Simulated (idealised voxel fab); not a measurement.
Process module in this document: voxel air gaps
The cross-section shown here is cut; it is 165 nm wide and divided into square cells measuring 5 nm on a side.
Each cross-section below is a grid of square cells, stated as bands in top-down order, with one or more rows of cells making up each band.
The band entry comprises the height of the band's top followed by the height of its bottom, expressed in nm, and subsequently the band's materials from left to right, each stated together with its width in nm. Where a single material is marked with the word "throughout", that material fills the band from edge to edge. The word "blank" represents empty space.
For the purposes of this specification, 0 denotes the height below which the wafer in its as-received condition is composed wholly of one material, and the lowermost band, lacking a lower limit, extends downward without end, as expressed in "z 0 and below".
A two-number width, for instance "30->40", indicates that the width is equal to the first number in the top row of the band and to the second number in the bottom row, and that it changes by a constant amount per row of cells.
Any step labelled "remained unchanged" changed none of the cells in the cross-section.
Closed-off voids of 8+ cells (no open route to the top) go in "Enclosed void listing", written width x height at distance from the left edge, in nm.
It should be noted that, on the line of a given step, the content following the step's settings is a remark produced by the simulator itself with respect to that step.
The setting "overlay nm" may be written on the line of a step. When the step uses a mask, the value reports how far to the right of the planned place the mask lay, and a negative value reports that it lay to the left.
Steps planned for the process:
- 1: RECEIVE,material Si
- 2: CONFORMAL_DEP,material SiO2,thk nm 15
- 3: CONFORMAL_DEP,material SiN,thk nm 5
- 4: DIRECTIONAL_DEP,material SiO2,thk nm 40
- 5: PATTERN,tone open,mask id LINES,material resist,width nm 15,pitch nm 40,thk nm 15,overlay nm 0
- 6: DIRECTIONAL_ETCH,etch materials SiO2,depth nm 40
- 7: STRIP,etch materials resist
- 8: CONFORMAL_DEP,material TiN,thk nm 5
- 9: FILL_DEP,material W,thk nm 10
- 10: CMP,height nm 60
- 11: EPI,material Ru,thk nm 10
- 12: SELECTIVE_ETCH,etch materials SiO2,depth nm 50
- 13: CONFORMAL_DEP,material SiCN,thk nm 5
The width nm used in step 5 is not the same on every wafer, whereas the starting condition is; the value printed in the plan is the first wafer's.
First wafer as received, after step 1:
> z 0 and below  Si throughout
> Enclosed void listing: none
End-of-module cross-section, first of several wafers, after last step 13:
> z 75 to 70  blank=20  SiCN=125  blank=20
> z 70 to 60  blank=20  SiCN=5  Ru=35  SiCN=5  Ru=35  SiCN=5  Ru=35  SiCN=5  blank=20
> z 60 to 55  blank=20  SiCN=15  TiN=5  W=5  TiN=5  SiCN=25  TiN=5  W=5  TiN=5  SiCN=25  TiN=5  W=5  TiN=5  SiCN=15  blank=20
> z 55 to 25  blank=30  SiCN=5  TiN=5  W=5  TiN=5  SiCN=5  blank=15  SiCN=5  TiN=5  W=5  TiN=5  SiCN=5  blank=15  SiCN=5  TiN=5  W=5  TiN=5  SiCN=5  blank=30
> z 25 to 20  SiCN=35  TiN=15  SiCN=25  TiN=15  SiCN=25  TiN=15  SiCN=35
> z 20 to 15  SiN throughout
> z 15 to 0  SiO2 throughout
> z 0 and below  Si throughout
> Enclosed void listing: 15 x 30 at 55; 15 x 30 at 95
At the end of the module, the last of several wafers in cross-section:
> z 75 to 70  blank=15  SiCN=135  blank=15
> z 70 to 60  blank=15  SiCN=5  Ru=125  SiCN=5  blank=15
> z 60 to 55  blank=15  SiCN=15  TiN=5  W=15  TiN=5  SiO2=15  TiN=5  W=15  TiN=5  SiO2=15  TiN=5  W=15  TiN=5  SiCN=15  blank=15
> z 55 to 25  blank=25  SiCN=5  TiN=5  W=15  TiN=5  SiO2=15  TiN=5  W=15  TiN=5  SiO2=15  TiN=5  W=15  TiN=5  SiCN=5  blank=25
> z 25 to 20  SiCN=30  TiN=25  SiO2=15  TiN=25  SiO2=15  TiN=25  SiCN=30
> z 20 to 15  SiN throughout
> z 15 to 0  SiO2 throughout
> z 0 and below  Si throughout
> Enclosed void listing: none
Wafer rows, end of module: cells per material gained (+) or lost (-) since receipt; closed voids last:
width nm 15 | +42 Ru | +109 SiCN | +33 SiN | +99 SiO2 | +51 TiN | +21 W | Enclosed void listing: 15 x 30 at 55; 15 x 30 at 95
width nm 20 | +48 Ru | +61 SiCN | +33 SiN | +163 SiO2 | +54 TiN | +42 W | Enclosed void listing: none
width nm 25 | +50 Ru | +61 SiCN | +33 SiN | +147 SiO2 | +57 TiN | +63 W | Enclosed void listing: none
